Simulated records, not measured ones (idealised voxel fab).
process module | voxel spacer lines
cross-section cut | 300 nm wide | cells 5 nm
A cross-section is a grid of square cells, given in bands from the top down. A band is one or more rows of cells.
Each band's line starts with the height of the band's top and of its bottom, in nm. Then come its materials from left to right, each with its width in nm. One material with "throughout" fills the band from edge to edge. "air" is empty space.
Height 0 is the level under which the wafer as received is all one material. The lowest band goes on downwards, as in "0 down".
A width such as "30 to 40" changes by the same amount from each row of cells to the next, from the band's top row to its bottom row.
"no change" after a step means that no cell of the cross-section changed.
closed voids: empty space of 8 cells or more with no open way to the top, each as width x height at its distance from the left edge, in nm
after a step's settings: what the simulator itself notes on the step
overlay nm, on a step with a mask: how far to the right of its planned place the mask lay; to the left if negative
plan
1 op RECEIVE | material Si
2 op CONFORMAL_DEP | material Al2O3 | thk nm 5
3 op DIRECTIONAL_DEP | material polySi | thk nm 10
4 op DIRECTIONAL_DEP | material aC | thk nm 25
5 op PATTERN | tone cover | mask id MANDREL | material resist | width nm 15 | pitch nm 60 | thk nm 30 | overlay nm 0
6 op DIRECTIONAL_ETCH | etch materials aC | depth nm 25
7 op STRIP | etch materials resist
8 op CONFORMAL_DEP | material SiN | thk nm 15
9 op DIRECTIONAL_ETCH | etch materials SiN | depth nm 15
10 op STRIP | etch materials aC
11 op DIRECTIONAL_ETCH | etch materials polySi | depth nm 10
12 op STRIP | etch materials SiN
13 op FILL_DEP | material lowk | thk nm 10
14 op CMP | height nm 15
as received, after step 1
  0 down: Si throughout
  closed voids: none
first wafer at the end, as planned
  15 to 5: lowk 95 | polySi 15 | lowk 15 | polySi 15 | lowk 15 | polySi 15 | lowk 15 | polySi 15 | lowk 100
  5 to 0: Al2O3 throughout
  0 down: Si throughout
  closed voids: none
second wafer at the end: like start, like plan, one mistake
  15 to 5: lowk 95 | polySi 15 | lowk 15 | polySi 15 | lowk 15 | polySi 15 | lowk 15 | polySi 15 | lowk 100
  5 to 0: polySi throughout
  0 down: Si throughout
  closed voids: none
what went wrong: step 2 ran as: op CONFORMAL_DEP | material polySi | thk nm 5
at the end the second wafer has, in cells: 60 fewer of Al2O3 | 60 more of polySi
